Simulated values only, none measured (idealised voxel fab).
process module | voxel trench capacitor
cross-section cut | 245 nm wide | cells 5 nm
A cross-section is a grid of square cells, given in bands from the top down. A band is one or more rows of cells.
Each band's line starts with the height of the band's top and of its bottom, in nm. Then come its materials from left to right, each with its width in nm. One material with "throughout" fills the band from edge to edge. "air" is empty space.
Height 0 is the level under which the wafer as received is all one material. The lowest band goes on downwards, as in "0 down".
A width such as "30 to 40" changes by the same amount from each row of cells to the next, from the band's top row to its bottom row.
"no change" after a step means that no cell of the cross-section changed.
closed voids: empty space of 8 cells or more with no open way to the top, each as width x height at its distance from the left edge, in nm
after a step's settings: what the simulator itself notes on the step
overlay nm, on a step with a mask: how far to the right of its planned place the mask lay; to the left if negative
plan
1 op RECEIVE | material Si
2 op CONFORMAL_DEP | material SiN | thk nm 10
3 op MASKED_ETCH | tone open | mask id TRENCH | width nm 20 | pitch nm 40 | etch materials SiN | depth nm 10 | overlay nm 0
4 op MASKED_ETCH | tone open | mask id TRENCH | width nm 20 | pitch nm 40 | etch materials Si | depth nm 30 | overlay nm 0
5 op CONFORMAL_DEP | material SiO2 | thk nm 5
6 op FILL_DEP | material polySi | thk nm 10
7 op CMP | height nm 10
as received, after step 1
  0 down: Si throughout
  closed voids: none
first wafer at the end, as planned
  10 to 0: SiN 90 | SiO2 5 | polySi 10 | SiO2 5 | SiN 20 | SiO2 5 | polySi 10 | SiO2 5 | SiN 95
  0 to -25: Si 90 | SiO2 5 | polySi 10 | SiO2 5 | Si 20 | SiO2 5 | polySi 10 | SiO2 5 | Si 95
  -25 to -30: Si 90 | SiO2 20 | Si 20 | SiO2 20 | Si 95
  -30 down: Si throughout
  closed voids: none
second wafer at the end: like start, like plan, one mistake
  10 to 5: polySi 85 | SiO2 5 | SiN 20 | SiO2 5 | polySi 10 | SiO2 5 | SiN 20 | SiO2 5 | polySi 90
  5 to 0: SiO2 90 | SiN 20 | SiO2 20 | SiN 20 | SiO2 95
  0 down: Si throughout
  closed voids: none
what went wrong: step 3 ran as: op MASKED_ETCH | tone cover | mask id TRENCH | width nm 20 | pitch nm 40 | etch materials SiN | depth nm 10 | overlay nm 0
at the end the second wafer has, in cells: 48 more of Si | 66 fewer of SiN | 9 more of SiO2 | 9 more of polySi
